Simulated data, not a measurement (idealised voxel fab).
Presented below is a process module, voxel tone inversion.
Displayed cross-section: cut, width of 190 nm, square cells sized 5 nm.
In this document a cross-section is written as a grid of square cells. It is given as a series of bands, listed from the top down, and a band is one or more rows of cells.
What a band's entry tells you: where the top is and where the bottom is, as heights in nm, and after that what lies inside, material by material from left to right, each with its width in nm. Empty space is written as the word "air", and a single material marked with the word "all across" occupies the band from edge to edge.
Where do heights start? At 0: under that level the wafer as delivered is made of one material only. And the lowest band has no floor; it just carries on downward, as in "0 down".
Think of "30..40" as a width that walks from the first number to the second as you go down the band, top row to bottom row, taking equal-sized steps from row to row.
The cross-section has no changed cell in any step marked "remained unchanged".
This entry, "Closed cavities", enumerates those empty regions of no fewer than 8 cells that possess no open connection to the top. Each region is reported in the form width x height at distance, the distance being taken from the left edge, with all three quantities expressed in nm.
Post-settings text on a step line: simulator's own remark regarding the step.
Steps that use a mask can have "overlay nm" on their line. It says how far the mask sat to the right of where it was meant to be. Negative means to the left.

HERE'S WHAT THE PLANNED PROCESS STEPS LOOK LIKE
- 1: RECEIVE, material Si
- 2: CONFORMAL_DEP, material SiN, thk nm 10
- 3: DIRECTIONAL_DEP, material polySi, thk nm 15
- 4: PATTERN, tone cover, mask id POSTS, material resist, width nm 25, pitch nm 45, thk nm 25, overlay nm 0
- 5: DIRECTIONAL_ETCH, etch materials polySi, depth nm 15
- 6: STRIP, etch materials resist
- 7: FILL_DEP, material SiO2, thk nm 5
- 8: CMP, height nm 25
- 9: STRIP, etch materials polySi

CROSS-SECTION OF THE INCOMING WAFER, STATE AFTER STEP 1
* 0 down = Si all across
* Closed cavities: none

SAME STARTING WAFER, SAME PLAN AS ABOVE, ONE MISTAKE IN THE EXECUTION; THIS IS THE CROSS-SECTION AT THE END OF THE MODULE
* 25 to 15 = SiO2=15; air=25; SiO2=20; air=25; SiO2=20; air=25; SiO2=20; air=25; SiO2=15
* 15 to 0 = SiN all across
* 0 down = Si all across
* Closed cavities: none
What was done differently from what was planned? the process deviated at step 2: the operation and settings actually run there were CONFORMAL_DEP, material SiN, thk nm 15
